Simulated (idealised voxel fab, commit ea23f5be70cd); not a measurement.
process module | voxel plated lines
cross-section cut | 175 nm wide | cells 5 nm
A cross-section is a grid of square cells, given in bands from the top down. A band is one or more rows of cells.
Each band's line starts with the height of the band's top and of its bottom, in nm. Then come its materials from left to right, each with its width in nm. One material with "throughout" fills the band from edge to edge. "air" is empty space.
Height 0 is the level under which the wafer as received is all one material. The lowest band goes on downwards, as in "0 down".
A width such as "30 to 40" changes by the same amount from each row of cells to the next, from the band's top row to its bottom row.
"no change" after a step means that no cell of the cross-section changed.
closed voids: empty space of 8 cells or more with no open way to the top, each as width x height at its distance from the left edge, in nm
after a step's settings: what the simulator itself notes on the step
overlay nm, on a step with a mask: how far to the right of its planned place the mask lay; to the left if negative
plan
1 op RECEIVE | material Si
2 op CONFORMAL_DEP | material SiO2 | thk nm 5
3 op DIRECTIONAL_DEP | material TiN | thk nm 5
4 op PATTERN | tone open | mask id LINES | material resist | width nm 15 | pitch nm 35 | thk nm 20 | overlay nm 0
5 op EPI | material Ru | thk nm 10
6 op STRIP | etch materials resist
7 op DIRECTIONAL_ETCH | etch materials TiN | depth nm 5
8 op CONFORMAL_DEP | material SiCN | thk nm 10
first wafer, as planned
as received, after step 1
  0 down: Si throughout
  closed voids: none
after step 2
  5 to 0: SiO2 throughout
  below 0: unchanged
after step 3
  10 to 5: TiN throughout
  below 5: unchanged
after step 4
  30 to 10: resist 25 | air 15 | resist 20 | air 15 | resist 20 | air 15 | resist 20 | air 15 | resist 30
  below 10: unchanged
after step 5
  30 to 20: resist 25 | air 15 | resist 20 | air 15 | resist 20 | air 15 | resist 20 | air 15 | resist 30
  20 to 10: resist 25 | Ru 15 | resist 20 | Ru 15 | resist 20 | Ru 15 | resist 20 | Ru 15 | resist 30
  below 10: unchanged
after step 6
  20 to 10: air 25 | Ru 15 | air 20 | Ru 15 | air 20 | Ru 15 | air 20 | Ru 15 | air 30
  below 10: unchanged
after step 7
  20 to 10: air 25 | Ru 15 | air 20 | Ru 15 | air 20 | Ru 15 | air 20 | Ru 15 | air 30
  10 to 5: air 25 | TiN 15 | air 20 | TiN 15 | air 20 | TiN 15 | air 20 | TiN 15 | air 30
  below 5: unchanged
after step 8
  30 to 20: air 15 | SiCN 140 | air 20
  20 to 15: air 15 | SiCN 10 | Ru 15 | SiCN 20 | Ru 15 | SiCN 20 | Ru 15 | SiCN 20 | Ru 15 | SiCN 10 | air 20
  15 to 10: SiCN 25 | Ru 15 | SiCN 20 | Ru 15 | SiCN 20 | Ru 15 | SiCN 20 | Ru 15 | SiCN 30
  10 to 5: SiCN 25 | TiN 15 | SiCN 20 | TiN 15 | SiCN 20 | TiN 15 | SiCN 20 | TiN 15 | SiCN 30
  below 5: unchanged
second wafer: like start, like plan, one mistake. Through step 6 it matches the first wafer
when step 7 should have ended
  15 to 10: air 25 | Ru 15 | air 20 | Ru 15 | air 20 | Ru 15 | air 20 | Ru 15 | air 30
  below 10: unchanged
when step 8 should have ended
  25 to 20: air 15 | SiCN 140 | air 20
  20 to 15: SiCN throughout
  15 to 10: SiCN 25 | Ru 15 | SiCN 20 | Ru 15 | SiCN 20 | Ru 15 | SiCN 20 | Ru 15 | SiCN 30
  below 10: unchanged
what went wrong: step 7 ran as: op DIRECTIONAL_ETCH | etch materials Ru | depth nm 5
at the end the second wafer has, in cells: 12 fewer of Ru | 32 fewer of SiCN | 23 more of TiN
